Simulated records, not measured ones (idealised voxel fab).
Documented hereafter: the process module known as voxel self aligned vias.
The cross-section shown here is cut; it is 225 nm wide and divided into square cells measuring 5 nm on a side.
Cross-section = grid of square cells, listed top down in bands; band = one or more rows. Within each band entry, the heights of the top and of the bottom of the band appear first, in that order and in nm; the materials of the band then follow from left to right, each with its corresponding width in nm. The designation "edge to edge" on a single material indicates that it fills the band from edge to edge; the designation "blank" indicates empty space. For the purposes of this specification, 0 denotes the height below which the wafer in its as-received condition is composed wholly of one material, and the lowermost band, lacking a lower limit, extends downward without end, as expressed in "top 0, no bottom". Read "30 to 40" as a graded width: first number on top, second number at the bottom, same change between each pair of neighbouring rows. "remained the same" (step): cross-section cells unchanged, all of them. This entry, "Sealed-off cavities", enumerates those empty regions of no fewer than 8 cells that possess no open connection to the top. Each region is reported in the form width x height at distance, the distance being taken from the left edge, with all three quantities expressed in nm. after a step's settings: what the simulator itself notes on the step. For masked steps, "overlay nm" on the step line gives how far right of plan the mask actually lay; a minus sign means it lay to the left.
## plan
1: RECEIVE, material Si
2: CONFORMAL_DEP, material SiO2, thk nm 15
3: CONFORMAL_DEP, material SiCN, thk nm 5
4: DIRECTIONAL_DEP, material SiO2, thk nm 20
5: DIRECTIONAL_DEP, material aC, thk nm 10
6: PATTERN, tone open, mask id LINES, material resist, width nm 20, pitch nm 45, thk nm 25, overlay nm 0
7: DIRECTIONAL_ETCH, etch materials aC, depth nm 10
8: STRIP, etch materials resist
9: DIRECTIONAL_ETCH, etch materials SiO2, depth nm 20
10: STRIP, etch materials aC
11: CONFORMAL_DEP, material TiN, thk nm 5
12: FILL_DEP, material Ru, thk nm 10
13: CMP, height nm 40
14: SELECTIVE_ETCH, etch materials W Ru TiN, depth nm 5
15: FILL_DEP, material SiN, thk nm 10
16: CMP, height nm 40
17: DIRECTIONAL_DEP, material SiO2, thk nm 20
18: MASKED_ETCH, tone open, mask id VIAS, width nm 30, etch materials SiO2, depth nm 20, overlay nm 0
19: MASKED_ETCH, tone open, mask id VIAS, width nm 30, etch materials SiN, depth nm 5, overlay nm 0
20: CONFORMAL_DEP, material TiN, thk nm 5
21: FILL_DEP, material Ru, thk nm 5
22: CMP, height nm 60
23: CONFORMAL_DEP, material SiCN, thk nm 5
## Cross-section of the wafer upon arrival, representing the state reached after step 1
top 0, no bottom: Si edge to edge
Sealed-off cavities: none
## Starting structure and process plan are as shown above, but one mistake was made in running the module; the wafer cross-section at the end of the module follows
top 65, bottom 60: SiCN edge to edge
top 60, bottom 45: 75 SiO2; 5 TiN; 20 Ru; 5 TiN; 120 SiO2
top 45, bottom 40: 75 SiO2; 10 TiN; 10 Ru; 10 TiN; 120 SiO2
top 40, bottom 35: 80 SiO2; 20 TiN; 25 SiO2; 20 SiN; 80 SiO2
top 35, bottom 25: 80 SiO2; 5 TiN; 10 Ru; 5 TiN; 25 SiO2; 5 TiN; 10 Ru; 5 TiN; 80 SiO2
top 25, bottom 20: 80 SiO2; 20 TiN; 25 SiO2; 20 TiN; 80 SiO2
top 20, bottom 5: SiO2 edge to edge
top 5, bottom 0: SiCN edge to edge
top 0, no bottom: Si edge to edge
Sealed-off cavities: none
Plan not followed: sequence error: steps 2 and 3 interchanged
